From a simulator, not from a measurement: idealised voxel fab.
The name of this process module is voxel capacitor over wiring.
Displayed cross-section: cut, width of 140 nm, square cells sized 5 nm.
A cross-section is a grid of square cells, given in bands from the top down. A band is one or more rows of cells.
Heights first: top, then bottom, in nm. Then materials, left to right, each with a width in nm. "all across" on a single material: fills the band edge to edge. "air": empty space.
Beneath 0, the wafer as received is one material, and that level is where height counting begins. The lowest band goes on downward without a bottom; it is written like "0..down".
A two-number width, for instance "30->40", indicates that the width is equal to the first number in the top row of the band and to the second number in the bottom row, and that it changes by a constant amount per row of cells.
"nothing was modified" (step): cross-section cells unchanged, all of them.
Empty spaces without an open route to the top, at least 8 cells in extent, make up the entry "Catalogued sealed voids"; each is given as width x height at distance, where the distance is measured from the left edge, and all are in nm.
The remark found on a step's line after its settings is issued by the simulator itself and pertains to that step.
"overlay nm" answers the question of how far to the right of plan the mask lay on a step that has a mask, and when it is negative the answer is to the left.
Below is the list of planned process steps
1 RECEIVE (material Si)
2 CONFORMAL_DEP (material SiO2; thk nm 15)
3 DIRECTIONAL_DEP (material TiN; thk nm 5)
4 DIRECTIONAL_DEP (material W; thk nm 25)
5 MASKED_ETCH (tone cover; mask id METAL_1; width nm 20; pitch nm 75; etch materials W; depth nm 25; overlay nm 0)
6 MASKED_ETCH (tone cover; mask id METAL_1; width nm 20; pitch nm 75; etch materials TiN; depth nm 5; overlay nm 0)
7 FILL_DEP (material lowk; thk nm 5)
8 CMP (height nm 45)
9 CONFORMAL_DEP (material SiCN; thk nm 5)
10 DIRECTIONAL_DEP (material lowk; thk nm 15)
11 PATTERN (tone open; mask id PLUG_1; material resist; width nm 15; thk nm 20; overlay nm -10)
12 DIRECTIONAL_ETCH (etch materials lowk; depth nm 15)
13 DIRECTIONAL_ETCH (etch materials SiCN; depth nm 5)
14 STRIP (etch materials resist)
15 EPI (material Ru; thk nm 10)
16 EPI (material Ru; thk nm 10)
17 DIRECTIONAL_DEP (material TiN; thk nm 5)
18 DIRECTIONAL_DEP (material SiN; thk nm 5)
19 DIRECTIONAL_DEP (material TiN; thk nm 10)
20 PATTERN (tone cover; mask id UPPER_PLATE; material resist; width nm 60; thk nm 20; overlay nm 0)
21 DIRECTIONAL_ETCH (etch materials TiN; depth nm 10)
22 DIRECTIONAL_ETCH (etch materials SiN; depth nm 5)
23 STRIP (etch materials resist)
24 DIRECTIONAL_DEP (material aC; thk nm 10)
25 PATTERN (tone cover; mask id LOWER_PLATE; material resist; width nm 70; thk nm 30; overlay nm 0)
26 DIRECTIONAL_ETCH (etch materials aC; depth nm 10)
27 STRIP (etch materials resist)
28 DIRECTIONAL_ETCH (etch materials TiN; depth nm 5)
29 STRIP (etch materials aC)
30 FILL_DEP (material SiO2; thk nm 15)
31 CMP (height nm 95)
32 MASKED_ETCH (tone open; mask id PLUG_2; width nm 15; etch materials SiO2; depth nm 10; overlay nm 0)
33 CONFORMAL_DEP (material TiN; thk nm 5)
34 FILL_DEP (material Cu; thk nm 5)
35 CMP (height nm 95)
36 CONFORMAL_DEP (material SiCN; thk nm 5)
Across this set of wafers, the varied parameter is the overlay nm of step 11. Starting conditions are identical for every wafer, and the plan reports the value assigned to the first wafer.
Received wafers, first of several: cross-section after step 1
* 0..down: Si all across
* Catalogued sealed voids: none
First wafer of several, cross-section, module end, after step 36 (last)
* 100..95: SiCN all across
* 95..90: SiO2 (35) | TiN (5) | Cu (5) | TiN (5) | SiO2 (90)
* 90..85: SiO2 (35) | TiN (15) | SiO2 (90)
* 85..75: SiO2 (25) | TiN (60) | SiO2 (55)
* 75..70: SiO2 (25) | SiN (60) | SiO2 (55)
* 70..65: SiO2 (20) | TiN (70) | SiO2 (50)
* 65..50: lowk (15) | Ru (15) | lowk (110)
* 50..45: SiCN (15) | Ru (15) | SiCN (110)
* 45..20: lowk (20) | W (20) | lowk (55) | W (20) | lowk (25)
* 20..15: lowk (20) | TiN (20) | lowk (55) | TiN (20) | lowk (25)
* 15..0: SiO2 all across
* 0..down: Si all across
* Catalogued sealed voids: none
A cross-section through the last wafer at the close of the module
* 100..95: SiCN all across
* 95..90: SiO2 (35) | TiN (5) | Cu (5) | TiN (5) | SiO2 (90)
* 90..85: SiO2 (35) | TiN (15) | SiO2 (90)
* 85..75: SiO2 (25) | TiN (15) | SiO2 (15) | TiN (30) | SiO2 (55)
* 75..70: SiO2 (25) | SiN (15) | SiO2 (15) | SiN (30) | SiO2 (55)
* 70..65: SiO2 (20) | TiN (20) | SiO2 (15) | TiN (35) | SiO2 (50)
* 65..55: lowk (40) | TiN (15) | lowk (85)
* 55..50: lowk (40) | SiN (15) | lowk (85)
* 50..45: SiCN (40) | TiN (15) | SiCN (85)
* 45..20: lowk (20) | W (20) | lowk (55) | W (20) | lowk (25)
* 20..15: lowk (20) | TiN (20) | lowk (55) | TiN (20) | lowk (25)
* 15..0: SiO2 all across
* 0..down: Si all across
* Catalogued sealed voids: none
Wafer rows, end of module: cells per material gained (+) or lost (-) since receipt; closed voids last
overlay nm -10 | +1 Cu | +12 Ru | +53 SiCN | +12 SiN | +196 SiO2 | +51 TiN | +40 W | +195 lowk | Catalogued sealed voids: none
overlay nm -5 | +1 Cu | +12 Ru | +53 SiCN | +12 SiN | +196 SiO2 | +51 TiN | +40 W | +195 lowk | Catalogued sealed voids: none
overlay nm 0 | +1 Cu | +12 Ru | +53 SiCN | +12 SiN | +196 SiO2 | +51 TiN | +40 W | +195 lowk | Catalogued sealed voids: none
overlay nm 5 | +1 Cu | +12 Ru | +53 SiCN | +12 SiN | +196 SiO2 | +51 TiN | +40 W | +195 lowk | Catalogued sealed voids: none
overlay nm 10 | +1 Cu | +12 Ru | +53 SiCN | +12 SiN | +196 SiO2 | +51 TiN | +40 W | +195 lowk | Catalogued sealed voids: none
overlay nm 15 | +1 Cu | +53 SiCN | +12 SiN | +208 SiO2 | +51 TiN | +40 W | +195 lowk | Catalogued sealed voids: none
